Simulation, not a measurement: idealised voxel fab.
Process module in this document: voxel self aligned vias
This is section cut - it's 285 nm across, gridded in 5 nm square cells.
Format of a cross-section: grid, square cells. Given as bands. Order: top down. Band: one or more rows of cells.
What a band's entry tells you: where the top is and where the bottom is, as heights in nm, and after that what lies inside, material by material from left to right, each with its width in nm. Empty space is written as the word "air", and a single material marked with the word "everywhere" occupies the band from edge to edge.
Heights are measured from 0, the level below which the as-received wafer is all one material; the lowest band has no bottom and continues downward, written as in "from 0 down".
The width entry "30->40" should be interpreted row by row: the top row of cells in the band takes the first number, the bottom row takes the second number, and the change between adjacent rows is uniform throughout.
Key: "same as before" - step with no changed cell in the cross-section.
"Non-vented voids" contains a list of empty spaces, each no smaller than 8 cells and without an open way to the top, written in the form width x height at distance with the distance from the left edge and all three in nm.
On a step's line, text after the settings is the simulator commenting on that step.
The optional step-line setting "overlay nm" applies to steps with a mask and quantifies how far to the right of its planned location the mask lay, a negative value indicating leftward placement.
Intended process steps
1) RECEIVE (material Si)
2) CONFORMAL_DEP (material SiO2; thk nm 10)
3) CONFORMAL_DEP (material SiCN; thk nm 5)
4) DIRECTIONAL_DEP (material SiO2; thk nm 30)
5) DIRECTIONAL_DEP (material aC; thk nm 10)
6) PATTERN (tone open; mask id LINES; material resist; width nm 25; pitch nm 60; thk nm 25; overlay nm 0)
7) DIRECTIONAL_ETCH (etch materials aC; depth nm 10)
8) STRIP (etch materials resist)
9) DIRECTIONAL_ETCH (etch materials SiO2; depth nm 30)
10) STRIP (etch materials aC)
11) CONFORMAL_DEP (material TiN; thk nm 5)
12) FILL_DEP (material Ru; thk nm 10)
13) CMP (height nm 45)
14) SELECTIVE_ETCH (etch materials W Ru TiN; depth nm 10)
15) FILL_DEP (material SiN; thk nm 10)
16) CMP (height nm 45)
17) DIRECTIONAL_DEP (material SiO2; thk nm 20)
18) DIRECTIONAL_DEP (material aC; thk nm 10)
19) PATTERN (tone open; mask id VIAS; material resist; width nm 45; pitch nm 60; thk nm 30; overlay nm -15)
20) DIRECTIONAL_ETCH (etch materials aC; depth nm 10)
21) STRIP (etch materials resist)
22) DIRECTIONAL_ETCH (etch materials SiO2; depth nm 20)
23) DIRECTIONAL_ETCH (etch materials SiN; depth nm 10)
24) STRIP (etch materials aC)
25) CONFORMAL_DEP (material TiN; thk nm 5)
26) FILL_DEP (material Cu; thk nm 5)
27) CMP (height nm 65)
28) CONFORMAL_DEP (material SiN; thk nm 5)
The plan's step 19 overlay nm is the first wafer's value; the wafers differ in this setting and start identical.
The as-received cross-section of the first of several wafers corresponds to the state after step 1
	from 0 down  Si everywhere
	Non-vented voids: none
Basically each wafer gets a line in the table, showing it at the end of the module: material by material, the cells it gained (+) or lost (-) since we got it, then its closed voids
overlay nm -15; +75 Cu; +27 Ru; +57 SiCN; +63 SiN; +486 SiO2; +90 TiN; Non-vented voids: none
overlay nm -10; +81 Cu; +27 Ru; +57 SiCN; +57 SiN; +486 SiO2; +90 TiN; Non-vented voids: none
overlay nm -5; +81 Cu; +27 Ru; +57 SiCN; +57 SiN; +486 SiO2; +90 TiN; Non-vented voids: none
overlay nm 0; +81 Cu; +27 Ru; +57 SiCN; +57 SiN; +486 SiO2; +90 TiN; Non-vented voids: none
overlay nm 5; +81 Cu; +27 Ru; +57 SiCN; +57 SiN; +486 SiO2; +90 TiN; Non-vented voids: none
overlay nm 10; +81 Cu; +27 Ru; +57 SiCN; +57 SiN; +486 SiO2; +90 TiN; Non-vented voids: none
overlay nm 15; +75 Cu; +27 Ru; +57 SiCN; +63 SiN; +486 SiO2; +90 TiN; Non-vented voids: none
